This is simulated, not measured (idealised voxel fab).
The following is a process module called voxel capacitor over wiring.
The width of the displayed cross-section, cut, is 215 nm; its cells are square, with a size of 5 nm.
Just so we're on the same page, the cross-sections are grids of square cells, and they're listed out in bands top to bottom, each band one or more rows deep. Within each band entry, the heights of the top and of the bottom of the band appear first, in that order and in nm; the materials of the band then follow from left to right, each with its corresponding width in nm. The designation "edge to edge" on a single material indicates that it fills the band from edge to edge; the designation "empty" indicates empty space. The level at which height equals 0 is the one under which the wafer, as it arrives, is entirely one material. No lower edge exists for the bottom band, which continues downward and is notated as in "0 -> down". The two numbers in a width such as "30 to 40" mark its ends across the band: the first belongs to the top row of cells, the second to the bottom row, and from each row to the next the width moves by the same amount. When a step is marked "same as before", none of the cells in the cross-section changed during that step. Basically, "Closed void inventory" tells you about the enclosed voids: empty spaces with no open way to the top, 8 cells or bigger, each written width x height at distance, where distance is from the left edge, all in nm. That trailing text on a step's line, after the settings, is the simulator's own remark on the step. You can add "overlay nm" to a step's line. For a step with a mask, it describes how far the mask lay to the right of its planned position, and a negative number describes a lay to the left.
[The following list gives the planned process steps]
1: RECEIVE (material Si)
2: CONFORMAL_DEP (material SiO2; thk nm 15)
3: DIRECTIONAL_DEP (material TiN; thk nm 5)
4: DIRECTIONAL_DEP (material W; thk nm 15)
5: DIRECTIONAL_DEP (material aC; thk nm 15)
6: PATTERN (tone cover; mask id METAL_1; material resist; width nm 20; pitch nm 70; thk nm 35; overlay nm 0)
7: DIRECTIONAL_ETCH (etch materials aC; depth nm 15)
8: STRIP (etch materials resist)
9: DIRECTIONAL_ETCH (etch materials W; depth nm 15)
10: DIRECTIONAL_ETCH (etch materials TiN; depth nm 5)
11: STRIP (etch materials aC)
12: CONFORMAL_DEP (material SiN; thk nm 5)
13: FILL_DEP (material lowk; thk nm 10)
14: CMP (height nm 35)
15: CONFORMAL_DEP (material SiCN; thk nm 5)
16: DIRECTIONAL_DEP (material lowk; thk nm 20)
17: MASKED_ETCH (tone open; mask id PLUG_1; width nm 15; etch materials lowk; depth nm 20; overlay nm 0)
18: MASKED_ETCH (tone open; mask id PLUG_1; width nm 15; etch materials SiCN; depth nm 5; overlay nm 0)
19: CONFORMAL_DEP (material TiN; thk nm 5)
20: FILL_DEP (material Cu; thk nm 10)
21: CMP (height nm 60)
22: DIRECTIONAL_DEP (material TiN; thk nm 10)
23: DIRECTIONAL_DEP (material HfO2; thk nm 5)
24: DIRECTIONAL_DEP (material TiN; thk nm 10)
25: PATTERN (tone cover; mask id UPPER_PLATE; material resist; width nm 55; thk nm 15; overlay nm 0)
26: DIRECTIONAL_ETCH (etch materials TiN; depth nm 10)
27: DIRECTIONAL_ETCH (etch materials HfO2; depth nm 5)
28: STRIP (etch materials resist)
29: PATTERN (tone cover; mask id LOWER_PLATE; material resist; width nm 65; thk nm 20; overlay nm 0)
30: DIRECTIONAL_ETCH (etch materials TiN; depth nm 10)
31: STRIP (etch materials resist)
32: FILL_DEP (material SiO2; thk nm 20)
33: CMP (height nm 100)
34: MASKED_ETCH (tone open; mask id PLUG_2; width nm 15; etch materials SiO2; depth nm 15; overlay nm 0)
35: CONFORMAL_DEP (material TiN; thk nm 5)
36: FILL_DEP (material Cu; thk nm 10)
37: CMP (height nm 100)
38: CONFORMAL_DEP (material SiN; thk nm 5)
[Incoming wafer in cross-section (state: after step 1)]
> 0 -> down: Si edge to edge
> Closed void inventory: none
[Same starting wafer, same plan as above, one mistake in the execution; this is the cross-section at the end of the module]
> 105 -> 100: SiN edge to edge
> 100 -> 90: SiO2=75, then TiN=5, then Cu=5, then TiN=5, then SiO2=125
> 90 -> 85: SiO2=75, then TiN=15, then SiO2=125
> 85 -> 75: SiO2=65, then TiN=55, then SiO2=95
> 75 -> 70: SiO2=65, then HfO2=55, then SiO2=95
> 70 -> 60: SiO2=60, then TiN=65, then SiO2=90
> 60 -> 40: lowk=65, then TiN=5, then Cu=5, then TiN=5, then lowk=135
> 40 -> 35: SiCN=65, then TiN=15, then SiCN=135
> 35 -> 30: lowk=55, then SiN=5, then W=20, then SiN=5, then lowk=40, then SiN=5, then W=20, then SiN=5, then lowk=60
> 30 -> 25: SiN=60, then TiN=20, then SiN=50, then TiN=20, then SiN=65
> 25 -> 0: SiO2 edge to edge
> 0 -> down: Si edge to edge
> Closed void inventory: none
Run error: it should be noted that step 2 was executed with settings other than those planned, the operation and settings actually applied being CONFORMAL_DEP (material SiO2; thk nm 25)
